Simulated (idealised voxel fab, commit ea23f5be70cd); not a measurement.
This is a process module. Its name is voxel capacitor over wiring.
We display cut, a cross-section 230 nm in width whose square cells are each 5 nm.
We lay out every cross-section as a grid of square cells and spell it out in bands from the top down, where one band means one or more rows of cells.
Heads up on the band format: heights come first, top then bottom, in nm. After that it's the materials left to right, each with its width in nm. A single material flagged "edge to edge" fills the whole band edge to edge, and "blank" means there's empty space there.
Height 0 is the level under which the wafer as received is all one material. The lowest band goes on downwards, as in "0..down".
Note: "30 to 40" means the width goes from the first number (top row of the band) to the second number (bottom row) in equal steps per row of cells.
"no modification", as given for a step, is the statement that not any cell of the cross-section underwent a change during that step.
For the entry "Enclosed internal voids", the listed items are empty spaces with no open way to the top whose size is 8 cells or more; each item follows the pattern width x height at distance, where distance is from the left edge and all three are in nm.
Post-settings text on a step line: simulator's own remark regarding the step.
overlay nm: right-of-plan distance of the mask on a masked step; negative values mean left-of-plan.

Steps in the process plan:
1,RECEIVE,material Si
2,CONFORMAL_DEP,material SiO2,thk nm 15
3,DIRECTIONAL_DEP,material TiN,thk nm 5
4,DIRECTIONAL_DEP,material Ru,thk nm 20
5,PATTERN,tone cover,mask id METAL_1,material resist,width nm 30,pitch nm 80,thk nm 20,overlay nm 0
6,DIRECTIONAL_ETCH,etch materials Ru,depth nm 20
7,DIRECTIONAL_ETCH,etch materials TiN,depth nm 5
8,STRIP,etch materials resist
9,CONFORMAL_DEP,material SiN,thk nm 5
10,FILL_DEP,material lowk,thk nm 10
11,CMP,height nm 40
12,CONFORMAL_DEP,material SiCN,thk nm 5
13,DIRECTIONAL_DEP,material lowk,thk nm 15
14,MASKED_ETCH,tone open,mask id PLUG_1,width nm 15,etch materials lowk,depth nm 15,overlay nm 0
15,MASKED_ETCH,tone open,mask id PLUG_1,width nm 15,etch materials SiCN,depth nm 5,overlay nm 0
16,CONFORMAL_DEP,material TiN,thk nm 5
17,FILL_DEP,material W,thk nm 5
18,CMP,height nm 60
19,DIRECTIONAL_DEP,material TiN,thk nm 5
20,DIRECTIONAL_DEP,material HfO2,thk nm 5
21,DIRECTIONAL_DEP,material TiN,thk nm 5
22,PATTERN,tone cover,mask id UPPER_PLATE,material resist,width nm 55,thk nm 20,overlay nm 0
23,DIRECTIONAL_ETCH,etch materials TiN,depth nm 5
24,DIRECTIONAL_ETCH,etch materials HfO2,depth nm 5
25,STRIP,etch materials resist
26,DIRECTIONAL_DEP,material aC,thk nm 15
27,PATTERN,tone cover,mask id LOWER_PLATE,material resist,width nm 65,thk nm 30,overlay nm 0
28,DIRECTIONAL_ETCH,etch materials aC,depth nm 15
29,STRIP,etch materials resist
30,DIRECTIONAL_ETCH,etch materials TiN,depth nm 5
31,STRIP,etch materials aC
32,FILL_DEP,material SiO2,thk nm 15
33,CMP,height nm 85
34,DIRECTIONAL_DEP,material aC,thk nm 10
35,PATTERN,tone open,mask id PLUG_2,material resist,width nm 15,thk nm 30,overlay nm 0
36,DIRECTIONAL_ETCH,etch materials aC,depth nm 10
37,STRIP,etch materials resist
38,DIRECTIONAL_ETCH,etch materials SiO2,depth nm 10
39,STRIP,etch materials aC
40,CONFORMAL_DEP,material TiN,thk nm 5
41,FILL_DEP,material W,thk nm 10
42,CMP,height nm 85
43,CONFORMAL_DEP,material SiCN,thk nm 5

As-received wafer cross-section (after step 1):
    0..down = Si edge to edge
    Enclosed internal voids: none

Cross-section taken at module completion on the first of two wafers; processed per the plan:
    90..85 = SiCN edge to edge
    85..80 = SiO2 85 / TiN 5 / W 5 / TiN 5 / SiO2 130
    80..70 = SiO2 85 to 75 / TiN 15 to 55 / SiO2 130 to 100
    70..65 = SiO2 75 / HfO2 55 / SiO2 100
    65..60 = SiO2 70 / TiN 65 / SiO2 95
    60..45 = lowk 75 / TiN 5 / W 5 / TiN 5 / lowk 140
    45..40 = SiCN 75 / TiN 15 / SiCN 140
    40..20 = lowk 55 / SiN 5 / Ru 30 / SiN 5 / lowk 40 / SiN 5 / Ru 30 / SiN 5 / lowk 55
    20..15 = SiN 60 / TiN 30 / SiN 50 / TiN 30 / SiN 60
    15..0 = SiO2 edge to edge
    0..down = Si edge to edge
    Enclosed internal voids: none

What the second wafer looks like in cross-section once the module is done. Its start and its plan matched the first wafer's exactly; what differed was one mistake in how it was run:
    105..100 = SiCN edge to edge
    100..90 = W edge to edge
    90..85 = TiN 90 / W 5 / TiN 135
    85..80 = SiO2 85 / TiN 5 / W 5 / TiN 5 / SiO2 130
    80..70 = SiO2 85 to 75 / TiN 15 to 55 / SiO2 130 to 100
    70..65 = SiO2 75 / HfO2 55 / SiO2 100
    65..60 = SiO2 70 / TiN 65 / SiO2 95
    60..45 = lowk 75 / TiN 5 / W 5 / TiN 5 / lowk 140
    45..40 = SiCN 75 / TiN 15 / SiCN 140
    40..20 = lowk 55 / SiN 5 / Ru 30 / SiN 5 / lowk 40 / SiN 5 / Ru 30 / SiN 5 / lowk 55
    20..15 = SiN 60 / TiN 30 / SiN 50 / TiN 30 / SiN 60
    15..0 = SiO2 edge to edge
    0..down = Si edge to edge
    Enclosed internal voids: none
Deviation noted in wafer processing: with respect to the plan, step 42 was omitted and not executed
Counted in cells at the end, the second wafer holds more or fewer of these materials than the first: TiN +45, W +93
